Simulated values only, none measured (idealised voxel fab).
This section sets out a process module, namely voxel ribs on slabs.
Displayed cross-section: cut, width of 175 nm, square cells sized 5 nm.
Notation: cross-section as square-cell grid; stated in bands, top first, going down; one or more cell rows per band. The band entry comprises the height of the band's top followed by the height of its bottom, expressed in nm, and subsequently the band's materials from left to right, each stated together with its width in nm. Where a single material is marked with the word "full width", that material fills the band from edge to edge. The word "empty" represents empty space. Convention: height 0 is the level below which the wafer, as received, is all one material. The lowest band does not terminate at the bottom but continues downward, represented as "z 0 and below". You'd read "30 to 40" like this: the band's top row of cells is as wide as the first number, its bottom row is as wide as the second, and going down, every row changes width by the same amount as the row before did. "no change occurred", as given for a step, is the statement that not any cell of the cross-section underwent a change during that step. Basically, "Closed void list" tells you about the enclosed voids: empty spaces with no open way to the top, 8 cells or bigger, each written width x height at distance, where distance is from the left edge, all in nm. What comes after the settings on a step's line is commentary from the simulator itself on that step. overlay nm: right-of-plan distance of the mask on a masked step; negative values mean left-of-plan.

Below is the list of planned process steps:
- 1: RECEIVE | material Si
- 2: DIRECTIONAL_DEP | material SiO2 | thk nm 30
- 3: DIRECTIONAL_DEP | material SiN | thk nm 15
- 4: DIRECTIONAL_DEP | material aC | thk nm 15
- 5: PATTERN | tone cover | mask id RIB | material resist | width nm 15 | thk nm 35 | overlay nm 0
- 6: DIRECTIONAL_ETCH | etch materials aC | depth nm 15
- 7: STRIP | etch materials resist
- 8: DIRECTIONAL_ETCH | etch materials SiN | depth nm 5
- 9: STRIP | etch materials aC
- 10: DIRECTIONAL_DEP | material aC | thk nm 15
- 11: PATTERN | tone cover | mask id SLAB | material resist | width nm 45 | thk nm 35 | overlay nm 0
- 12: DIRECTIONAL_ETCH | etch materials aC | depth nm 15
- 13: STRIP | etch materials resist
- 14: DIRECTIONAL_ETCH | etch materials SiN | depth nm 10
- 15: STRIP | etch materials aC
- 16: FILL_DEP | material SiO2 | thk nm 20
- 17: CMP | height nm 55
- 18: DIRECTIONAL_DEP | material W | thk nm 10
- 19: DIRECTIONAL_DEP | material aC | thk nm 10
- 20: PATTERN | tone cover | mask id HEATER | material resist | width nm 25 | thk nm 30 | overlay nm 0
- 21: DIRECTIONAL_ETCH | etch materials aC | depth nm 10
- 22: STRIP | etch materials resist
- 23: DIRECTIONAL_ETCH | etch materials W | depth nm 10
- 24: STRIP | etch materials aC
- 25: CONFORMAL_DEP | material SiN | thk nm 10

The first of two wafers, run as planned:

As-received state of the wafer in cross-section, equivalent to post-step 1:
	z 0 and below | Si full width
	Closed void list: none

Cross-sectional representation of the wafer at the conclusion of step 2:
	z 30 to 0 | SiO2 full width
	Whatever lies below 0 is exactly as it was before.

Cross-sectional representation of the wafer at the conclusion of step 3:
	z 45 to 30 | SiN full width
	Whatever lies below 30 is exactly as it was before.

Cross-sectional representation of the wafer at the conclusion of step 4:
	z 60 to 45 | aC full width
	Whatever lies below 45 is exactly as it was before.

Cross-sectional representation of the wafer at the conclusion of step 5:
	z 95 to 60 | 80 nm empty, 15 nm resist, 80 nm empty
	Whatever lies below 60 is exactly as it was before.

Cross-sectional representation of the wafer at the conclusion of step 6:
	z 80 to 60 | 80 nm empty, 15 nm resist, 80 nm empty
	z 60 to 45 | 80 nm empty, 15 nm aC, 80 nm empty
	Whatever lies below 45 is exactly as it was before.

Cross-sectional representation of the wafer at the conclusion of step 7:
	z 60 to 45 | 80 nm empty, 15 nm aC, 80 nm empty
	Whatever lies below 45 is exactly as it was before.

Cross-sectional representation of the wafer at the conclusion of step 8:
	z 60 to 45 | 80 nm empty, 15 nm aC, 80 nm empty
	z 45 to 40 | 80 nm empty, 15 nm SiN, 80 nm empty
	Whatever lies below 40 is exactly as it was before.

Cross-sectional representation of the wafer at the conclusion of step 9:
	z 45 to 40 | 80 nm empty, 15 nm SiN, 80 nm empty
	Whatever lies below 40 is exactly as it was before.

Cross-sectional representation of the wafer at the conclusion of step 10:
	z 60 to 55 | 80 nm empty, 15 nm aC, 80 nm empty
	z 55 to 45 | aC full width
	z 45 to 40 | 80 nm aC, 15 nm SiN, 80 nm aC
	Whatever lies below 40 is exactly as it was before.

Cross-sectional representation of the wafer at the conclusion of step 11:
	z 95 to 60 | 65 nm empty, 45 nm resist, 65 nm empty
	z 60 to 55 | 65 nm empty, 15 nm resist, 15 nm aC, 15 nm resist, 65 nm empty
	Whatever lies below 55 is exactly as it was before.

Cross-sectional representation of the wafer at the conclusion of step 12:
	z 80 to 60 | 65 nm empty, 45 nm resist, 65 nm empty
	z 60 to 55 | 65 nm empty, 15 nm resist, 15 nm aC, 15 nm resist, 65 nm empty
	z 55 to 45 | 65 nm empty, 45 nm aC, 65 nm empty
	z 45 to 40 | 65 nm empty, 15 nm aC, 15 nm SiN, 15 nm aC, 65 nm empty
	Whatever lies below 40 is exactly as it was before.

Cross-sectional representation of the wafer at the conclusion of step 13:
	z 60 to 55 | 80 nm empty, 15 nm aC, 80 nm empty
	Whatever lies below 55 is exactly as it was before.

Cross-sectional representation of the wafer at the conclusion of step 14:
	z 60 to 55 | 80 nm empty, 15 nm aC, 80 nm empty
	z 55 to 45 | 65 nm empty, 45 nm aC, 65 nm empty
	z 45 to 40 | 65 nm empty, 15 nm aC, 15 nm SiN, 15 nm aC, 65 nm empty
	z 40 to 30 | 65 nm empty, 45 nm SiN, 65 nm empty
	Whatever lies below 30 is exactly as it was before.

Cross-sectional representation of the wafer at the conclusion of step 15:
	z 45 to 40 | 80 nm empty, 15 nm SiN, 80 nm empty
	Whatever lies below 40 is exactly as it was before.

Cross-sectional representation of the wafer at the conclusion of step 16:
	z 65 to 45 | SiO2 full width
	z 45 to 40 | 80 nm SiO2, 15 nm SiN, 80 nm SiO2
	z 40 to 30 | 65 nm SiO2, 45 nm SiN, 65 nm SiO2
	Whatever lies below 30 is exactly as it was before.

Cross-sectional representation of the wafer at the conclusion of step 17:
	z 55 to 45 | SiO2 full width
	Whatever lies below 45 is exactly as it was before.

Cross-sectional representation of the wafer at the conclusion of step 18:
	z 65 to 55 | W full width
	Whatever lies below 55 is exactly as it was before.

Cross-sectional representation of the wafer at the conclusion of step 19:
	z 75 to 65 | aC full width
	Whatever lies below 65 is exactly as it was before.

Cross-sectional representation of the wafer at the conclusion of step 20:
	z 105 to 75 | 75 nm empty, 25 nm resist, 75 nm empty
	Whatever lies below 75 is exactly as it was before.

Cross-sectional representation of the wafer at the conclusion of step 21:
	z 95 to 75 | 75 nm empty, 25 nm resist, 75 nm empty
	z 75 to 65 | 75 nm empty, 25 nm aC, 75 nm empty
	Whatever lies below 65 is exactly as it was before.

Cross-sectional representation of the wafer at the conclusion of step 22:
	z 75 to 65 | 75 nm empty, 25 nm aC, 75 nm empty
	Whatever lies below 65 is exactly as it was before.

Cross-sectional representation of the wafer at the conclusion of step 23:
	z 75 to 65 | 75 nm empty, 25 nm aC, 75 nm empty
	z 65 to 55 | 75 nm empty, 25 nm W, 75 nm empty
	Whatever lies below 55 is exactly as it was before.

Cross-sectional representation of the wafer at the conclusion of step 24:
	z 65 to 55 | 75 nm empty, 25 nm W, 75 nm empty
	Whatever lies below 55 is exactly as it was before.

Cross-sectional representation of the wafer at the conclusion of step 25:
	z 75 to 65 | 65 nm empty, 45 nm SiN, 65 nm empty
	z 65 to 55 | 75 nm SiN, 25 nm W, 75 nm SiN
	Whatever lies below 55 is exactly as it was before.

Wafer two. Same start, same plan, one slip in execution. Same as wafer one through step 19, inclusive:

Planned end of step 20: second wafer, cross-section:
	z 105 to 75 | 75 nm resist, 25 nm empty, 75 nm resist
	Whatever lies below 75 is exactly as it was before.

Planned end of step 21: second wafer, cross-section:
	z 95 to 75 | 75 nm resist, 25 nm empty, 75 nm resist
	z 75 to 65 | 75 nm aC, 25 nm empty, 75 nm aC
	Whatever lies below 65 is exactly as it was before.

Planned end of step 22: second wafer, cross-section:
	z 75 to 65 | 75 nm aC, 25 nm empty, 75 nm aC
	Whatever lies below 65 is exactly as it was before.

Planned end of step 23: second wafer, cross-section:
	z 75 to 65 | 75 nm aC, 25 nm empty, 75 nm aC
	z 65 to 55 | 75 nm W, 25 nm empty, 75 nm W
	Whatever lies below 55 is exactly as it was before.

Planned end of step 24: second wafer, cross-section:
	z 65 to 55 | 75 nm W, 25 nm empty, 75 nm W
	Whatever lies below 55 is exactly as it was before.

Planned end of step 25: second wafer, cross-section:
	z 75 to 65 | 85 nm SiN, 5 nm empty, 85 nm SiN
	z 65 to 55 | 75 nm W, 25 nm SiN, 75 nm W
	Whatever lies below 55 is exactly as it was before.
Deviation noted in wafer processing: for step 20, the planned setting was not used; the step was instead run as PATTERN | tone open | mask id HEATER | material resist | width nm 25 | thk nm 30 | overlay nm 0
End of process, cell counts, second wafer against first, materials with more or fewer: 50 more of W
